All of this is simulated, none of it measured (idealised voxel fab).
Process module under the name voxel gate over fins
The width of the displayed cross-section, cut, is 275 nm; its cells are square, with a size of 5 nm.
Cross-section format: a grid of square cells, given as bands from top to bottom; each band is one or more rows of cells.
The entry gives the band's vertical extent as a top height and a bottom height in nm, then its horizontal make-up as materials from left to right, each with a width in nm. "blank" stands for empty space; a single material marked "full width" fills the band edge to edge.
Zero point of the height axis is 0; under it, received wafer = one material. Lowest band: continues down indefinitely, "0 nm and below".
Think of "30 to 40" as a width that walks from the first number to the second as you go down the band, top row to bottom row, taking equal-sized steps from row to row.
The cross-section has no changed cell in any step marked "no modifications".
Entry "Unvented voids" = empty spaces >= 8 cells with no open way to the top; each as width x height at distance, distance from left edge, all nm.
What comes after the settings on a step's line is commentary from the simulator itself on that step.
Steps that use a mask can have "overlay nm" on their line. It says how far the mask sat to the right of where it was meant to be. Negative means to the left.
# The process steps that were planned are listed below
| 1 | RECEIVE, material Si |
| 2 | CONFORMAL_DEP, material SiN, thk nm 10 |
| 3 | DIRECTIONAL_DEP, material aC, thk nm 15 |
| 4 | PATTERN, tone cover, mask id FINS, material resist, width nm 15, pitch nm 60, thk nm 30, overlay nm 0 |
| 5 | DIRECTIONAL_ETCH, etch materials aC, depth nm 15 |
| 6 | STRIP, etch materials resist |
| 7 | DIRECTIONAL_ETCH, etch materials SiN, depth nm 10 |
| 8 | DIRECTIONAL_ETCH, etch materials Si, depth nm 30 |
| 9 | STRIP, etch materials aC |
| 10 | FILL_DEP, material SiO2, thk nm 10 |
| 11 | CMP, height nm 10 |
| 12 | DIRECTIONAL_DEP, material aC, thk nm 15 |
| 13 | PATTERN, tone open, mask id RAIL, material resist, width nm 15, thk nm 35, overlay nm 0 |
| 14 | DIRECTIONAL_ETCH, etch materials aC, depth nm 15 |
| 15 | STRIP, etch materials resist |
| 16 | DIRECTIONAL_ETCH, etch materials SiO2, depth nm 35 |
| 17 | STRIP, etch materials aC |
| 18 | CONFORMAL_DEP, material TiN, thk nm 5 |
| 19 | FILL_DEP, material W, thk nm 10 |
| 20 | CMP, height nm 10 |
| 21 | SELECTIVE_ETCH, etch materials W Ru TiN, depth nm 25 |
| 22 | FILL_DEP, material SiO2, thk nm 5 |
| 23 | CMP, height nm 10 |
| 24 | SELECTIVE_ETCH, etch materials SiO2, depth nm 20 |
| 25 | STRIP, etch materials SiN |
| 26 | CONFORMAL_DEP, material HfO2, thk nm 5 |
| 27 | CONFORMAL_DEP, material TiN, thk nm 5 |
| 28 | CONFORMAL_DEP, material TiAl, thk nm 5 |
| 29 | CONFORMAL_DEP, material TiN, thk nm 5 |
| 30 | FILL_DEP, material W, thk nm 15 |
| 31 | CMP, height nm 30 |
| 32 | CONFORMAL_DEP, material SiN, thk nm 10 |
# Incoming wafer, cross-sectional view, post step 1
- 0 nm and below  Si full width
- Unvented voids: none
# Final cross-section, module run with one mistake (start and plan as above)
- 40 nm to 30 nm  SiN full width
- 30 nm to 25 nm  W 70 nm  TiN 135 nm  W 70 nm
- 25 nm to 20 nm  W 70 nm  TiN 5 nm  TiAl 125 nm  TiN 5 nm  W 70 nm
- 20 nm to 15 nm  TiN 75 nm  TiAl 5 nm  TiN 55 nm  TiAl 5 nm  TiN 55 nm  TiAl 5 nm  TiN 75 nm
- 15 nm to 10 nm  TiAl 80 nm  TiN 55 nm  TiAl 5 nm  TiN 55 nm  TiAl 80 nm
- 10 nm to 5 nm  TiN full width
- 5 nm to 0 nm  TiN 95 nm  HfO2 25 nm  TiN 35 nm  HfO2 25 nm  TiN 95 nm
- 0 nm to -5 nm  TiN 95 nm  HfO2 5 nm  Si 15 nm  HfO2 5 nm  TiN 35 nm  HfO2 5 nm  Si 15 nm  HfO2 5 nm  TiN 95 nm
- -5 nm to -10 nm  HfO2 100 nm  Si 15 nm  HfO2 45 nm  Si 15 nm  HfO2 100 nm
- -10 nm to -15 nm  SiO2 100 nm  Si 15 nm  SiO2 45 nm  Si 15 nm  SiO2 100 nm
- -15 nm to -20 nm  SiO2 100 nm  Si 15 nm  SiO2 15 nm  TiN 5 nm  W 5 nm  TiN 5 nm  SiO2 15 nm  Si 15 nm  SiO2 100 nm
- -20 nm to -25 nm  SiO2 100 nm  Si 15 nm  SiO2 15 nm  TiN 15 nm  SiO2 15 nm  Si 15 nm  SiO2 100 nm
- -25 nm to -30 nm  SiO2 100 nm  Si 15 nm  SiO2 45 nm  Si 15 nm  SiO2 100 nm
- -30 nm and below  Si full width
- Unvented voids: none
Where did the run depart from the plan? contrary to plan, step 27 was performed as CONFORMAL_DEP, material TiN, thk nm 15
